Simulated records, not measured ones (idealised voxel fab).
The process module that follows is named voxel capacitor over wiring.
Square cell edge 5 nm, section width 260 nm, ID cut.
For the purposes of this document, a cross-section shall be understood as a grid of square cells, specified as bands listed in top-to-bottom order, each band consisting of one or more rows of cells. Per band: top height and bottom height in nm, followed by the left-to-right materials and their widths in nm; "everywhere" marks a single material spanning edge to edge, "empty" marks empty space. Height 0 is the level under which the wafer as received is all one material. The lowest band goes on downwards, as in "0..down". Width spec "30..40" -> top row of cells at first value, bottom row at second value, equal per-row change in between. Take "no alterations made" at face value: in the step it is given for, the cross-section changed in none of its cells. Closed empty spaces (no open way to the top) of 8 cells or more are what "Closed voids list" lists, each as width x height at distance from the left edge, nm for all three. Whatever follows a step's settings on its line is a remark the simulator itself makes about that step. "overlay nm", when on a step's line for a step with a mask, measures how far to the right of its planned place the mask lay; a negative measure means to the left.
This section lists the process steps that were planned
1: RECEIVE,material Si
2: CONFORMAL_DEP,material SiO2,thk nm 10
3: DIRECTIONAL_DEP,material TiN,thk nm 5
4: DIRECTIONAL_DEP,material W,thk nm 15
5: MASKED_ETCH,tone cover,mask id METAL_1,width nm 30,pitch nm 100,etch materials W,depth nm 15,overlay nm 0
6: MASKED_ETCH,tone cover,mask id METAL_1,width nm 30,pitch nm 100,etch materials TiN,depth nm 5,overlay nm 0
7: CONFORMAL_DEP,material SiN,thk nm 5
8: FILL_DEP,material lowk,thk nm 10
9: CMP,height nm 30
10: CONFORMAL_DEP,material SiCN,thk nm 5
11: DIRECTIONAL_DEP,material lowk,thk nm 15
12: MASKED_ETCH,tone open,mask id PLUG_1,width nm 15,etch materials lowk,depth nm 15,overlay nm 0
13: MASKED_ETCH,tone open,mask id PLUG_1,width nm 15,etch materials SiCN,depth nm 5,overlay nm 0
14: EPI,material Ru,thk nm 10
15: EPI,material Ru,thk nm 10
16: DIRECTIONAL_DEP,material TiN,thk nm 5
17: DIRECTIONAL_DEP,material HfO2,thk nm 5
18: DIRECTIONAL_DEP,material TiN,thk nm 10
19: DIRECTIONAL_DEP,material aC,thk nm 15
20: PATTERN,tone cover,mask id UPPER_PLATE,material resist,width nm 75,thk nm 35,overlay nm 0
21: DIRECTIONAL_ETCH,etch materials aC,depth nm 15
22: STRIP,etch materials resist
23: DIRECTIONAL_ETCH,etch materials TiN,depth nm 10
24: DIRECTIONAL_ETCH,etch materials HfO2,depth nm 5
25: STRIP,etch materials aC
26: DIRECTIONAL_DEP,material aC,thk nm 15
27: PATTERN,tone cover,mask id LOWER_PLATE,material resist,width nm 85,thk nm 30,overlay nm 0
28: DIRECTIONAL_ETCH,etch materials aC,depth nm 15
29: STRIP,etch materials resist
30: DIRECTIONAL_ETCH,etch materials TiN,depth nm 5
31: STRIP,etch materials aC
32: FILL_DEP,material SiO2,thk nm 15
33: CMP,height nm 80
34: DIRECTIONAL_DEP,material aC,thk nm 10
35: PATTERN,tone open,mask id PLUG_2,material resist,width nm 15,thk nm 25,overlay nm 0
36: DIRECTIONAL_ETCH,etch materials aC,depth nm 10
37: STRIP,etch materials resist
38: DIRECTIONAL_ETCH,etch materials SiO2,depth nm 10
39: STRIP,etch materials aC
40: CONFORMAL_DEP,material TiN,thk nm 5
41: FILL_DEP,material Cu,thk nm 5
42: CMP,height nm 80
43: CONFORMAL_DEP,material SiN,thk nm 5
First of two wafers - as planned
Here's what the wafer looked like in cross-section when it arrived - that's after step 1
0..down = Si everywhere
Closed voids list: none
You're looking at a cross-section of the wafer after step 2
10..0 = SiO2 everywhere
Unchanged below 0.
You're looking at a cross-section of the wafer after step 3
15..10 = TiN everywhere
Unchanged below 10.
You're looking at a cross-section of the wafer after step 4
30..15 = W everywhere
Unchanged below 15.
You're looking at a cross-section of the wafer after step 5
30..15 = empty (65), then W (30), then empty (70), then W (30), then empty (65)
Unchanged below 15.
You're looking at a cross-section of the wafer after step 6
30..15 = empty (65), then W (30), then empty (70), then W (30), then empty (65)
15..10 = empty (65), then TiN (30), then empty (70), then TiN (30), then empty (65)
Unchanged below 10.
You're looking at a cross-section of the wafer after step 7
35..30 = empty (60), then SiN (40), then empty (60), then SiN (40), then empty (60)
30..15 = empty (60), then SiN (5), then W (30), then SiN (5), then empty (60), then SiN (5), then W (30), then SiN (5), then empty (60)
15..10 = SiN (65), then TiN (30), then SiN (70), then TiN (30), then SiN (65)
Unchanged below 10.
You're looking at a cross-section of the wafer after step 8
45..35 = lowk everywhere
35..30 = lowk (60), then SiN (40), then lowk (60), then SiN (40), then lowk (60)
30..15 = lowk (60), then SiN (5), then W (30), then SiN (5), then lowk (60), then SiN (5), then W (30), then SiN (5), then lowk (60)
Unchanged below 15.
You're looking at a cross-section of the wafer after step 9
30..15 = lowk (60), then SiN (5), then W (30), then SiN (5), then lowk (60), then SiN (5), then W (30), then SiN (5), then lowk (60)
Unchanged below 15.
You're looking at a cross-section of the wafer after step 10
35..30 = SiCN everywhere
Unchanged below 30.
You're looking at a cross-section of the wafer after step 11
50..35 = lowk everywhere
Unchanged below 35.
You're looking at a cross-section of the wafer after step 12
50..35 = lowk (80), then empty (15), then lowk (165)
Unchanged below 35.
You're looking at a cross-section of the wafer after step 13
50..35 = lowk (80), then empty (15), then lowk (165)
35..30 = SiCN (80), then empty (15), then SiCN (165)
Unchanged below 30.
You're looking at a cross-section of the wafer after step 14
50..40 = lowk (80), then empty (15), then lowk (165)
40..35 = lowk (80), then Ru (15), then lowk (165)
35..30 = SiCN (80), then Ru (15), then SiCN (165)
Unchanged below 30.
You're looking at a cross-section of the wafer after step 15
50..35 = lowk (80), then Ru (15), then lowk (165)
Unchanged below 35.
You're looking at a cross-section of the wafer after step 16
55..50 = TiN everywhere
Unchanged below 50.
You're looking at a cross-section of the wafer after step 17
60..55 = HfO2 everywhere
Unchanged below 55.
You're looking at a cross-section of the wafer after step 18
70..60 = TiN everywhere
Unchanged below 60.
You're looking at a cross-section of the wafer after step 19
85..70 = aC everywhere
Unchanged below 70.
You're looking at a cross-section of the wafer after step 20
120..85 = empty (80), then resist (75), then empty (105)
Unchanged below 85.
You're looking at a cross-section of the wafer after step 21
105..85 = empty (80), then resist (75), then empty (105)
85..70 = empty (80), then aC (75), then empty (105)
Unchanged below 70.
You're looking at a cross-section of the wafer after step 22
85..70 = empty (80), then aC (75), then empty (105)
Unchanged below 70.
You're looking at a cross-section of the wafer after step 23
85..70 = empty (80), then aC (75), then empty (105)
70..60 = empty (80), then TiN (75), then empty (105)
Unchanged below 60.
You're looking at a cross-section of the wafer after step 24
85..70 = empty (80), then aC (75), then empty (105)
70..60 = empty (80), then TiN (75), then empty (105)
60..55 = empty (80), then HfO2 (75), then empty (105)
Unchanged below 55.
You're looking at a cross-section of the wafer after step 25
70..60 = empty (80), then TiN (75), then empty (105)
Unchanged below 60.
You're looking at a cross-section of the wafer after step 26
85..70 = empty (80), then aC (75), then empty (105)
70..60 = aC (80), then TiN (75), then aC (105)
60..55 = aC (80), then HfO2 (75), then aC (105)
Unchanged below 55.
You're looking at a cross-section of the wafer after step 27
115..85 = empty (75), then resist (85), then empty (100)
85..70 = empty (75), then resist (5), then aC (75), then resist (5), then empty (100)
Unchanged below 70.
You're looking at a cross-section of the wafer after step 28
100..85 = empty (75), then resist (85), then empty (100)
85..70 = empty (75), then resist (5), then aC (75), then resist (5), then empty (100)
70..60 = empty (75), then aC (5), then TiN (75), then aC (5), then empty (100)
60..55 = empty (75), then aC (5), then HfO2 (75), then aC (5), then empty (100)
Unchanged below 55.
You're looking at a cross-section of the wafer after step 29
85..70 = empty (80), then aC (75), then empty (105)
Unchanged below 70.
You're looking at a cross-section of the wafer after step 30
85..70 = empty (80), then aC (75), then empty (105)
70..60 = empty (75), then aC (5), then TiN (75), then aC (5), then empty (100)
60..55 = empty (75), then aC (5), then HfO2 (75), then aC (5), then empty (100)
55..50 = empty (75), then TiN (85), then empty (100)
Unchanged below 50.
You're looking at a cross-section of the wafer after step 31
70..60 = empty (80), then TiN (75), then empty (105)
60..55 = empty (80), then HfO2 (75), then empty (105)
Unchanged below 55.
You're looking at a cross-section of the wafer after step 32
85..70 = SiO2 everywhere
70..60 = SiO2 (80), then TiN (75), then SiO2 (105)
60..55 = SiO2 (80), then HfO2 (75), then SiO2 (105)
55..50 = SiO2 (75), then TiN (85), then SiO2 (100)
Unchanged below 50.
You're looking at a cross-section of the wafer after step 33
80..70 = SiO2 everywhere
Unchanged below 70.
You're looking at a cross-section of the wafer after step 34
90..80 = aC everywhere
Unchanged below 80.
You're looking at a cross-section of the wafer after step 35
115..90 = resist (90), then empty (15), then resist (155)
Unchanged below 90.
You're looking at a cross-section of the wafer after step 36
105..90 = resist (90), then empty (15), then resist (155)
90..80 = aC (90), then empty (15), then aC (155)
Unchanged below 80.
You're looking at a cross-section of the wafer after step 37
90..80 = aC (90), then empty (15), then aC (155)
Unchanged below 80.
You're looking at a cross-section of the wafer after step 38
90..80 = aC (90), then empty (15), then aC (155)
80..70 = SiO2 (90), then empty (15), then SiO2 (155)
Unchanged below 70.
You're looking at a cross-section of the wafer after step 39
80..70 = SiO2 (90), then empty (15), then SiO2 (155)
Unchanged below 70.
You're looking at a cross-section of the wafer after step 40
85..80 = TiN (95), then empty (5), then TiN (160)
80..75 = SiO2 (90), then TiN (5), then empty (5), then TiN (5), then SiO2 (155)
75..70 = SiO2 (90), then TiN (15), then SiO2 (155)
Unchanged below 70.
You're looking at a cross-section of the wafer after step 41
90..85 = Cu everywhere
85..80 = TiN (95), then Cu (5), then TiN (160)
80..75 = SiO2 (90), then TiN (5), then Cu (5), then TiN (5), then SiO2 (155)
Unchanged below 75.
You're looking at a cross-section of the wafer after step 42
80..75 = SiO2 (90), then TiN (5), then Cu (5), then TiN (5), then SiO2 (155)
Unchanged below 75.
You're looking at a cross-section of the wafer after step 43
85..80 = SiN everywhere
Unchanged below 80.
It is to be noted that the second wafer proceeded from the same initial state and according to the same plan as the first, although one mistake was committed in its execution; through step 8, inclusive, the two wafers share an identical history
X-section, second wafer, when step 9 was due to finish: no alterations made
X-section, second wafer, when step 10 was due to finish
50..45 = SiCN everywhere
Unchanged below 45.
X-section, second wafer, when step 11 was due to finish
65..50 = lowk everywhere
Unchanged below 50.
X-section, second wafer, when step 12 was due to finish
65..50 = lowk (80), then empty (15), then lowk (165)
Unchanged below 50.
X-section, second wafer, when step 13 was due to finish
65..50 = lowk (80), then empty (15), then lowk (165)
50..45 = SiCN (80), then empty (15), then SiCN (165)
Unchanged below 45.
X-section, second wafer, when step 14 was due to finish: no alterations made
X-section, second wafer, when step 15 was due to finish: no alterations made
X-section, second wafer, when step 16 was due to finish
70..65 = TiN (80), then empty (15), then TiN (165)
65..50 = lowk (80), then empty (15), then lowk (165)
50..45 = SiCN (80), then TiN (15), then SiCN (165)
Unchanged below 45.
X-section, second wafer, when step 17 was due to finish
75..70 = HfO2 (80), then empty (15), then HfO2 (165)
70..65 = TiN (80), then empty (15), then TiN (165)
65..55 = lowk (80), then empty (15), then lowk (165)
55..50 = lowk (80), then HfO2 (15), then lowk (165)
Unchanged below 50.
X-section, second wafer, when step 18 was due to finish
85..75 = TiN (80), then empty (15), then TiN (165)
75..70 = HfO2 (80), then empty (15), then HfO2 (165)
70..65 = TiN (80), then empty (15), then TiN (165)
65..55 = lowk (80), then TiN (15), then lowk (165)
Unchanged below 55.
X-section, second wafer, when step 19 was due to finish
100..85 = aC (80), then empty (15), then aC (165)
85..80 = TiN (80), then empty (15), then TiN (165)
80..75 = TiN (80), then aC (15), then TiN (165)
75..70 = HfO2 (80), then aC (15), then HfO2 (165)
70..65 = TiN (80), then aC (15), then TiN (165)
Unchanged below 65.
X-section, second wafer, when step 20 was due to finish
135..100 = empty (80), then resist (75), then empty (105)
100..85 = aC (80), then resist (15), then aC (165)
85..80 = TiN (80), then resist (15), then TiN (165)
Unchanged below 80.
X-section, second wafer, when step 21 was due to finish
120..100 = empty (80), then resist (75), then empty (105)
100..85 = empty (80), then resist (15), then aC (60), then empty (105)
Unchanged below 85.
X-section, second wafer, when step 22 was due to finish
100..85 = empty (95), then aC (60), then empty (105)
85..80 = TiN (80), then empty (15), then TiN (165)
Unchanged below 80.
X-section, second wafer, when step 23 was due to finish
100..85 = empty (95), then aC (60), then empty (105)
85..80 = empty (95), then TiN (60), then empty (105)
80..75 = empty (80), then aC (15), then TiN (60), then empty (105)
Unchanged below 75.
X-section, second wafer, when step 24 was due to finish
100..85 = empty (95), then aC (60), then empty (105)
85..80 = empty (95), then TiN (60), then empty (105)
80..75 = empty (80), then aC (15), then TiN (60), then empty (105)
75..70 = empty (80), then aC (15), then HfO2 (60), then empty (105)
Unchanged below 70.
X-section, second wafer, when step 25 was due to finish
85..75 = empty (95), then TiN (60), then empty (105)
75..70 = empty (95), then HfO2 (60), then empty (105)
70..65 = TiN (80), then empty (15), then TiN (165)
Unchanged below 65.
X-section, second wafer, when step 26 was due to finish
100..85 = empty (95), then aC (60), then empty (105)
85..80 = aC (80), then empty (15), then TiN (60), then aC (105)
80..75 = aC (95), then TiN (60), then aC (105)
75..70 = aC (95), then HfO2 (60), then aC (105)
70..65 = TiN (80), then aC (15), then TiN (165)
Unchanged below 65.
X-section, second wafer, when step 27 was due to finish
130..100 = empty (75), then resist (85), then empty (100)
100..85 = empty (75), then resist (20), then aC (60), then resist (5), then empty (100)
85..80 = aC (80), then resist (15), then TiN (60), then aC (105)
Unchanged below 80.
X-section, second wafer, when step 28 was due to finish
115..100 = empty (75), then resist (85), then empty (100)
100..85 = empty (75), then resist (20), then aC (60), then resist (5), then empty (100)
85..80 = empty (75), then aC (5), then resist (15), then TiN (60), then aC (5), then empty (100)
80..75 = empty (75), then aC (20), then TiN (60), then aC (5), then empty (100)
75..70 = empty (75), then aC (20), then HfO2 (60), then aC (5), then empty (100)
Unchanged below 70.
X-section, second wafer, when step 29 was due to finish
100..85 = empty (95), then aC (60), then empty (105)
85..80 = empty (75), then aC (5), then empty (15), then TiN (60), then aC (5), then empty (100)
Unchanged below 80.
X-section, second wafer, when step 30 was due to finish
100..85 = empty (95), then aC (60), then empty (105)
85..80 = empty (75), then aC (5), then empty (15), then TiN (60), then aC (5), then empty (100)
80..75 = empty (75), then aC (20), then TiN (60), then aC (5), then empty (100)
75..70 = empty (75), then aC (20), then HfO2 (60), then aC (5), then empty (100)
70..65 = empty (75), then TiN (5), then aC (15), then TiN (65), then empty (100)
Unchanged below 65.
X-section, second wafer, when step 31 was due to finish
85..75 = empty (95), then TiN (60), then empty (105)
75..70 = empty (95), then HfO2 (60), then empty (105)
70..65 = empty (75), then TiN (5), then empty (15), then TiN (65), then empty (100)
Unchanged below 65.
X-section, second wafer, when step 32 was due to finish
100..85 = SiO2 everywhere
85..75 = SiO2 (95), then TiN (60), then SiO2 (105)
75..70 = SiO2 (95), then HfO2 (60), then SiO2 (105)
70..65 = SiO2 (75), then TiN (5), then SiO2 (15), then TiN (65), then SiO2 (100)
Unchanged below 65.
X-section, second wafer, when step 33 was due to finish
80..75 = SiO2 (95), then TiN (60), then SiO2 (105)
Unchanged below 75.
X-section, second wafer, when step 34 was due to finish
90..80 = aC everywhere
Unchanged below 80.
X-section, second wafer, when step 35 was due to finish
115..90 = resist (90), then empty (15), then resist (155)
Unchanged below 90.
X-section, second wafer, when step 36 was due to finish
105..90 = resist (90), then empty (15), then resist (155)
90..80 = aC (90), then empty (15), then aC (155)
Unchanged below 80.
X-section, second wafer, when step 37 was due to finish
90..80 = aC (90), then empty (15), then aC (155)
Unchanged below 80.
X-section, second wafer, when step 38 was due to finish
90..80 = aC (90), then empty (15), then aC (155)
80..75 = SiO2 (90), then empty (5), then TiN (60), then SiO2 (105)
75..70 = SiO2 (90), then empty (5), then HfO2 (60), then SiO2 (105)
Unchanged below 70.
X-section, second wafer, when step 39 was due to finish
80..75 = SiO2 (90), then empty (5), then TiN (60), then SiO2 (105)
Unchanged below 75.
X-section, second wafer, when step 40 was due to finish
85..80 = TiN everywhere
80..75 = SiO2 (90), then TiN (65), then SiO2 (105)
75..70 = SiO2 (90), then TiN (5), then HfO2 (60), then SiO2 (105)
Unchanged below 70.
X-section, second wafer, when step 41 was due to finish
90..85 = Cu everywhere
Unchanged below 85.
X-section, second wafer, when step 42 was due to finish
80..75 = SiO2 (90), then TiN (65), then SiO2 (105)
Unchanged below 75.
X-section, second wafer, when step 43 was due to finish
85..80 = SiN everywhere
Unchanged below 80.
Error vs. plan: step 9 in the plan did not get run; it was skipped
FYI, end of process, the second wafer has more or fewer cells of some materials than the first: Cu -1 | Ru -12 | SiN +16 | SiO2 -128 | TiN -15 | lowk +140
